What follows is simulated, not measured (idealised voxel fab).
process module | voxel wiring stack
cross-section cut | 205 nm wide | cells 5 nm
A cross-section is a grid of square cells, given in bands from the top down. A band is one or more rows of cells.
Each band's line starts with the height of the band's top and of its bottom, in nm. Then come its materials from left to right, each with its width in nm. One material with "throughout" fills the band from edge to edge. "air" is empty space.
Height 0 is the level under which the wafer as received is all one material. The lowest band goes on downwards, as in "0 down".
A width such as "30 to 40" changes by the same amount from each row of cells to the next, from the band's top row to its bottom row.
"no change" after a step means that no cell of the cross-section changed.
closed voids: empty space of 8 cells or more with no open way to the top, each as width x height at its distance from the left edge, in nm
after a step's settings: what the simulator itself notes on the step
overlay nm, on a step with a mask: how far to the right of its planned place the mask lay; to the left if negative
plan
1 op RECEIVE | material Si
2 op CONFORMAL_DEP | material SiO2 | thk nm 10
3 op DIRECTIONAL_DEP | material TiN | thk nm 5
4 op DIRECTIONAL_DEP | material W | thk nm 20
5 op DIRECTIONAL_DEP | material aC | thk nm 15
6 op PATTERN | tone cover | mask id METAL_1 | material resist | width nm 30 | pitch nm 50 | thk nm 35 | overlay nm 0
7 op DIRECTIONAL_ETCH | etch materials aC | depth nm 15
8 op STRIP | etch materials resist
9 op DIRECTIONAL_ETCH | etch materials W | depth nm 20
10 op DIRECTIONAL_ETCH | etch materials TiN | depth nm 5
11 op STRIP | etch materials aC
12 op FILL_DEP | material lowk | thk nm 5
13 op CMP | height nm 35
14 op CONFORMAL_DEP | material SiCN | thk nm 5
15 op DIRECTIONAL_DEP | material lowk | thk nm 25
16 op MASKED_ETCH | tone open | mask id METAL_2_HOLES | width nm 15 | pitch nm 50 | etch materials lowk | depth nm 25 | overlay nm 0
17 op MASKED_ETCH | tone open | mask id METAL_2 | width nm 30 | pitch nm 50 | etch materials lowk | depth nm 15 | overlay nm 0
18 op MASKED_ETCH | tone open | mask id METAL_2 | width nm 30 | pitch nm 50 | etch materials SiCN | depth nm 5 | overlay nm 0
19 op CONFORMAL_DEP | material TiN | thk nm 5
20 op FILL_DEP | material Cu | thk nm 5
21 op CMP | height nm 65
22 op CONFORMAL_DEP | material SiN | thk nm 5
as received, after step 1
  0 down: Si throughout
  closed voids: none
first wafer at the end, as planned
  70 to 65: SiN throughout
  65 to 55: lowk 60 | TiN 5 | Cu 20 | TiN 5 | lowk 20 | TiN 5 | Cu 20 | TiN 5 | lowk 65
  55 to 50: lowk 60 | TiN 5 | Cu 5 | TiN 20 | lowk 20 | TiN 5 | Cu 5 | TiN 20 | lowk 65
  50 to 40: lowk 60 | TiN 5 | Cu 5 | TiN 5 | lowk 35 | TiN 5 | Cu 5 | TiN 5 | lowk 80
  40 to 35: SiCN 60 | TiN 15 | SiCN 35 | TiN 15 | SiCN 80
  35 to 15: lowk 60 | W 30 | lowk 20 | W 30 | lowk 65
  15 to 10: lowk 60 | TiN 30 | lowk 20 | TiN 30 | lowk 65
  10 to 0: SiO2 throughout
  0 down: Si throughout
  closed voids: none
second wafer at the end: like start, like plan, one mistake
  70 to 65: SiN throughout
  65 to 55: lowk 60 | TiN 5 | Cu 20 | TiN 5 | lowk 20 | TiN 5 | Cu 20 | TiN 5 | lowk 65
  55 to 50: lowk 60 | TiN 5 | Cu 5 | TiN 20 | lowk 20 | TiN 5 | Cu 5 | TiN 20 | lowk 65
  50 to 40: lowk 60 | TiN 5 | Cu 5 | TiN 5 | lowk 35 | TiN 5 | Cu 5 | TiN 5 | lowk 80
  40 to 35: SiCN 60 | TiN 15 | SiCN 35 | TiN 15 | SiCN 80
  35 to 15: lowk 55 | W 30 | lowk 20 | W 30 | lowk 70
  15 to 10: lowk 55 | TiN 30 | lowk 20 | TiN 30 | lowk 70
  10 to 0: SiO2 throughout
  0 down: Si throughout
  closed voids: none
what went wrong: step 6 ran as: op PATTERN | tone cover | mask id METAL_1 | material resist | width nm 30 | pitch nm 50 | thk nm 35 | overlay nm -5
at the end the second wafer has, in cells: as many of each material as the first, in other places
